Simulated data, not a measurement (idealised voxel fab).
The document below concerns the process module designated voxel transistor to metal.
We display cut, a cross-section 160 nm in width whose square cells are each 5 nm.
Cross-section, as written here: a square-cell grid given band by band from the top down, where a band holds one or more rows of cells. For a band, the entry starts with two heights in nm, that of the top and then that of the bottom, and carries on with the band's materials in order from left to right, each alongside its width in nm; the word "throughout" beside a single material means it fills the band edge to edge, and "air" means empty space. Height is counted from the level 0, under which the received wafer is composed throughout of one material. The lowest of the bands is not closed at the bottom but continues downward, in the notation "z 0 and below". Read "30..40" as a graded width: first number on top, second number at the bottom, same change between each pair of neighbouring rows. "same as before" means the step left every cell of the cross-section as it was. In the "Enclosed void listing" entry, you get each enclosed empty space of 8 cells or more, one with no open way to the top, written width x height at distance, distance from the left edge, in nm. If you see something after the settings on a step's line, that's the simulator's own remark about that step. overlay nm: how far to the right of its planned place the mask lay on this masked step (negative: to the left).
PROCESS STEPS - PLAN
1) op RECEIVE | material Si
2) op OXIDIZE | depth nm 5
3) op CONFORMAL_DEP | material SiN | thk nm 10
4) op DIRECTIONAL_DEP | material aC | thk nm 15
5) op PATTERN | tone cover | mask id ACTIVE | material resist | width nm 115 | thk nm 35 | overlay nm 0
6) op DIRECTIONAL_ETCH | etch materials aC | depth nm 15
7) op STRIP | etch materials resist
8) op DIRECTIONAL_ETCH | etch materials SiN | depth nm 10
9) op DIRECTIONAL_ETCH | etch materials SiO2 | depth nm 5
10) op DIRECTIONAL_ETCH | etch materials Si | depth nm 30
11) op STRIP | etch materials aC
12) op OXIDIZE | depth nm 5
13) op FILL_DEP | material SiO2 | thk nm 10
14) op CMP | height nm 10
15) op SELECTIVE_ETCH | etch materials SiO2 | depth nm 5
16) op STRIP | etch materials SiN
17) op SELECTIVE_ETCH | etch materials SiO2 | depth nm 5
18) op OXIDIZE | depth nm 5
19) op DIRECTIONAL_DEP | material polySi | thk nm 20
20) op DIRECTIONAL_DEP | material SiCN | thk nm 10
21) op DIRECTIONAL_DEP | material aC | thk nm 15
22) op PATTERN | tone cover | mask id GATE | material resist | width nm 15 | thk nm 30 | overlay nm 0
23) op DIRECTIONAL_ETCH | etch materials aC | depth nm 15
24) op STRIP | etch materials resist
25) op DIRECTIONAL_ETCH | etch materials SiCN | depth nm 20
26) op DIRECTIONAL_ETCH | etch materials polySi | depth nm 30
27) op STRIP | etch materials aC
28) op CONFORMAL_DEP | material SiN | thk nm 10
29) op DIRECTIONAL_ETCH | etch materials SiN | depth nm 10
30) op DIRECTIONAL_ETCH | etch materials SiO2 | depth nm 5
31) op DIRECTIONAL_ETCH | etch materials Si | depth nm 5
32) op EPI | material nSi | thk nm 10
33) op FILL_DEP | material SiO2 | thk nm 5
34) op CMP | height nm 25
35) op DIRECTIONAL_DEP | material SiO2 | thk nm 15
36) op PATTERN | tone open | mask id CONTACT | material resist | width nm 25 | pitch nm 60 | thk nm 20 | overlay nm 0
37) op DIRECTIONAL_ETCH | etch materials SiO2 | depth nm 45
38) op STRIP | etch materials resist
39) op CONFORMAL_DEP | material TiN | thk nm 5
40) op FILL_DEP | material W | thk nm 5
41) op CMP | height nm 40
42) op CONFORMAL_DEP | material SiCN | thk nm 5
43) op DIRECTIONAL_DEP | material lowk | thk nm 15
44) op MASKED_ETCH | tone open | mask id METAL_1 | width nm 20 | pitch nm 75 | etch materials lowk | depth nm 15 | overlay nm 0
45) op MASKED_ETCH | tone open | mask id METAL_1 | width nm 20 | pitch nm 75 | etch materials SiCN | depth nm 5 | overlay nm 0
46) op CONFORMAL_DEP | material TiN | thk nm 5
47) op FILL_DEP | material Cu | thk nm 5
48) op CMP | height nm 60
49) op EPI | material Ru | thk nm 5
50) op FILL_DEP | material SiCN | thk nm 5
Keep in mind the plan's value for the width nm of step 36 comes from the first wafer; the wafers don't share that setting, but they do share the same starting point.
CROSS-SECTION OF THE FIRST OF SEVERAL WAFERS AS RECEIVED (AFTER STEP 1)
	z 0 and below: Si throughout
	Enclosed void listing: none
ROWS = WAFERS. AT MODULE END, EACH ROW LISTS PER MATERIAL THE CELLS GAINED (+) OR LOST (-) SINCE THE WAFER WAS RECEIVED, THEN THE CLOSED VOIDS
width nm 25 | +12 Cu | +12 Ru | -144 Si | +82 SiCN | +28 SiN | +236 SiO2 | +62 TiN | +44 W | +72 lowk | +32 nSi | +12 polySi | Enclosed void listing: none
width nm 30 | +12 Cu | +12 Ru | -144 Si | +82 SiCN | +28 SiN | +224 SiO2 | +64 TiN | +54 W | +72 lowk | +32 nSi | +12 polySi | Enclosed void listing: none
width nm 35 | +12 Cu | +12 Ru | -144 Si | +82 SiCN | +28 SiN | +212 SiO2 | +66 TiN | +64 W | +72 lowk | +32 nSi | +12 polySi | Enclosed void listing: none
width nm 40 | +12 Cu | +12 Ru | -144 Si | +82 SiCN | +28 SiN | +200 SiO2 | +68 TiN | +74 W | +72 lowk | +32 nSi | +12 polySi | Enclosed void listing: none
width nm 45 | +12 Cu | +12 Ru | -144 Si | +82 SiCN | +28 SiN | +188 SiO2 | +70 TiN | +84 W | +72 lowk | +32 nSi | +12 polySi | Enclosed void listing: none
